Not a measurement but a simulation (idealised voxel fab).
Title: Process Module voxel gate over fins
Cross-section cut spans 240 nm and uses square cells 5 nm in size.
In what follows, cross-sections appear as grids of square cells, described through bands that run from the top down, where every band is one or more rows of cells.
Read a band's entry like this: the first values are the height of its top and the height of its bottom in nm, and what follows is the sequence of materials from left to right, each with its width in nm. Note that "air" is empty space, and that a single material marked "everywhere" reaches across the band from edge to edge.
A quick word on heights: they are counted from 0, and under that level the wafer as it came to us is one material throughout. The lowest band is different from the rest in having no bottom; it simply continues downward, written as in "z 0 and below".
Quick explanation for "30 to 40": the width changes in equal steps down the rows of cells, from the first number in the band's top row to the second number in its bottom row.
"remained unchanged" (step): cross-section cells unchanged, all of them.
Entry "Closed void table". Content: empty spaces with no open connection to the top, size 8 cells or greater. Each: width x height at distance. Distance: from left edge. Unit: nm.
Anything after a step's settings on that line? It's the simulator's own note about the step.
overlay nm: for a step with a mask, the amount by which the mask lay right of where it was planned; a negative amount means left of it.

-- Process steps - plan
| 1 | RECEIVE | material Si |
| 2 | CONFORMAL_DEP | material SiN | thk nm 10 |
| 3 | MASKED_ETCH | tone cover | mask id FINS | width nm 15 | pitch nm 60 | etch materials SiN | depth nm 10 | overlay nm 0 |
| 4 | MASKED_ETCH | tone cover | mask id FINS | width nm 15 | pitch nm 60 | etch materials Si | depth nm 40 | overlay nm 0 |
| 5 | FILL_DEP | material SiO2 | thk nm 15 |
| 6 | CMP | height nm 10 |
| 7 | PATTERN | tone open | mask id RAIL | material resist | width nm 15 | thk nm 15 | overlay nm 0 |
| 8 | DIRECTIONAL_ETCH | etch materials SiO2 | depth nm 45 |
| 9 | STRIP | etch materials resist |
| 10 | CONFORMAL_DEP | material TiN | thk nm 5 |
| 11 | FILL_DEP | material W | thk nm 5 |
| 12 | CMP | height nm 10 |
| 13 | SELECTIVE_ETCH | etch materials W Ru TiN | depth nm 30 |
| 14 | FILL_DEP | material SiO2 | thk nm 5 |
| 15 | CMP | height nm 10 |
| 16 | SELECTIVE_ETCH | etch materials SiO2 | depth nm 25 |
| 17 | STRIP | etch materials SiN |
| 18 | CONFORMAL_DEP | material HfO2 | thk nm 5 |
| 19 | CONFORMAL_DEP | material TiN | thk nm 5 |
| 20 | FILL_DEP | material W | thk nm 10 |
| 21 | CMP | height nm 15 |
| 22 | CONFORMAL_DEP | material SiN | thk nm 10 |

-- As received (post step 1): cross-section
    z 0 and below | Si everywhere
    Closed void table: none

-- Final cross-section, module run with one mistake (start and plan as above)
    z 25 to 15 | SiN everywhere
    z 15 to 5 | W everywhere
    z 5 to 0 | W: 75, TiN: 25, W: 35, TiN: 25, W: 80
    z 0 to -10 | W: 75, TiN: 5, Si: 15, TiN: 5, W: 35, TiN: 5, Si: 15, TiN: 5, W: 80
    z -10 to -15 | TiN: 80, Si: 15, TiN: 45, Si: 15, TiN: 85
    z -15 to -20 | SiO2: 80, Si: 15, SiO2: 45, Si: 15, SiO2: 85
    z -20 to -30 | SiO2: 80, Si: 15, SiO2: 15, TiN: 5, W: 5, TiN: 5, SiO2: 15, Si: 15, SiO2: 85
    z -30 to -35 | SiO2: 80, Si: 15, SiO2: 15, TiN: 15, SiO2: 15, Si: 15, SiO2: 85
    z -35 to -40 | SiO2: 80, Si: 15, SiO2: 45, Si: 15, SiO2: 85
    z -40 and below | Si everywhere
    Closed void table: none
what went wrong: plan step 18: skipped, not run
